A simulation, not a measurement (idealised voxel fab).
process module | voxel transistor to metal
Pictured: cross-section cut, 140 nm wide, on a grid of 5 nm square cells.
When this document writes out a cross-section, it uses a grid of square cells and lists it as bands, beginning at the top and moving down, with a band standing for one or more rows of cells. Quick guide to a band line: top height, bottom height (nm) up front; then every material left to right with its width in nm. Only one material and it's marked "full width"? Then it fills the band edge to edge. And "blank" just means empty space. For the purposes of this specification, 0 denotes the height below which the wafer in its as-received condition is composed wholly of one material, and the lowermost band, lacking a lower limit, extends downward without end, as expressed in "0..down". It should be noted that a width expressed as "30 to 40" varies in equal increments from row to row of cells within the band, taking the value of the first number at the top row and that of the second number at the bottom row. It should be understood that the words "nothing different", when stated for a given step, signify that the cross-section underwent no change in any of its cells during that step. Basically, "Encapsulated voids" tells you about the enclosed voids: empty spaces with no open way to the top, 8 cells or bigger, each written width x height at distance, where distance is from the left edge, all in nm. Past the settings on a step's line: simulator remark, on that step. overlay nm, on a step with a mask: how far to the right of its planned place the mask lay; to the left if negative.

PROCESS STEPS FORESEEN IN THE PLAN
1) RECEIVE,material Si
2) CONFORMAL_DEP,material SiO2,thk nm 5
3) CONFORMAL_DEP,material SiN,thk nm 15
4) PATTERN,tone cover,mask id ACTIVE,material resist,width nm 105,thk nm 20,overlay nm 0
5) DIRECTIONAL_ETCH,etch materials SiN,depth nm 15
6) DIRECTIONAL_ETCH,etch materials SiO2,depth nm 5
7) DIRECTIONAL_ETCH,etch materials Si,depth nm 30
8) STRIP,etch materials resist
9) FILL_DEP,material SiO2,thk nm 5
10) CMP,height nm 20
11) SELECTIVE_ETCH,etch materials SiO2,depth nm 5
12) STRIP,etch materials SiN
13) SELECTIVE_ETCH,etch materials SiO2,depth nm 5
14) OXIDIZE,depth nm 5
15) DIRECTIONAL_DEP,material polySi,thk nm 25
16) DIRECTIONAL_DEP,material SiCN,thk nm 10
17) DIRECTIONAL_DEP,material aC,thk nm 15
18) PATTERN,tone cover,mask id GATE,material resist,width nm 15,thk nm 30,overlay nm 0
19) DIRECTIONAL_ETCH,etch materials aC,depth nm 15
20) STRIP,etch materials resist
21) DIRECTIONAL_ETCH,etch materials SiCN,depth nm 20
22) DIRECTIONAL_ETCH,etch materials polySi,depth nm 35
23) STRIP,etch materials aC
24) CONFORMAL_DEP,material SiN,thk nm 10
25) DIRECTIONAL_ETCH,etch materials SiN,depth nm 10
26) DIRECTIONAL_ETCH,etch materials SiO2,depth nm 5
27) EPI,material pSi,thk nm 5
28) FILL_DEP,material SiO2,thk nm 5
29) CMP,height nm 35
30) DIRECTIONAL_DEP,material SiO2,thk nm 10
31) DIRECTIONAL_DEP,material aC,thk nm 15
32) PATTERN,tone open,mask id CONTACT,material resist,width nm 15,pitch nm 65,thk nm 30,overlay nm 0
33) DIRECTIONAL_ETCH,etch materials aC,depth nm 15
34) STRIP,etch materials resist
35) DIRECTIONAL_ETCH,etch materials SiO2,depth nm 45
36) STRIP,etch materials aC
37) CONFORMAL_DEP,material TiN,thk nm 5
38) FILL_DEP,material W,thk nm 5
39) CMP,height nm 45
40) DIRECTIONAL_DEP,material TiN,thk nm 5
41) DIRECTIONAL_DEP,material W,thk nm 20
42) MASKED_ETCH,tone cover,mask id METAL_1,width nm 20,pitch nm 65,etch materials W,depth nm 20,overlay nm 0
43) MASKED_ETCH,tone cover,mask id METAL_1,width nm 20,pitch nm 65,etch materials TiN,depth nm 5,overlay nm 0
44) CONFORMAL_DEP,material SiCN,thk nm 5
45) FILL_DEP,material SiO2,thk nm 10
46) CMP,height nm 70
47) CONFORMAL_DEP,material SiCN,thk nm 5
Wafers differ in width nm at step 32; plan lists the first wafer's value; identical starting state.

CROSS-SECTION OF THE FIRST OF SEVERAL WAFERS ON RECEIPT, REFLECTING COMPLETION OF STEP 1
> 0..down: Si full width
> Encapsulated voids: none

TAKE ANY ROW AND YOU HAVE A WAFER AT THE END OF THE MODULE: HOW MANY CELLS OF EACH MATERIAL IT HAS GAINED (+) OR LOST (-) SINCE IT WAS RECEIVED, AND THEN ITS CLOSED VOIDS
width nm 15, -63 Si, +70 SiCN, +36 SiN, +256 SiO2, +46 TiN, +48 W, +12 pSi, +15 polySi, Encapsulated voids: none
width nm 20, -63 Si, +70 SiCN, +36 SiN, +238 SiO2, +48 TiN, +64 W, +12 pSi, +15 polySi, Encapsulated voids: none
width nm 25, -63 Si, +70 SiCN, +36 SiN, +220 SiO2, +50 TiN, +80 W, +12 pSi, +15 polySi, Encapsulated voids: none
width nm 30, -63 Si, +70 SiCN, +36 SiN, +202 SiO2, +52 TiN, +96 W, +12 pSi, +15 polySi, Encapsulated voids: none
width nm 35, -63 Si, +70 SiCN, +36 SiN, +193 SiO2, +54 TiN, +103 W, +12 pSi, +15 polySi, Encapsulated voids: none
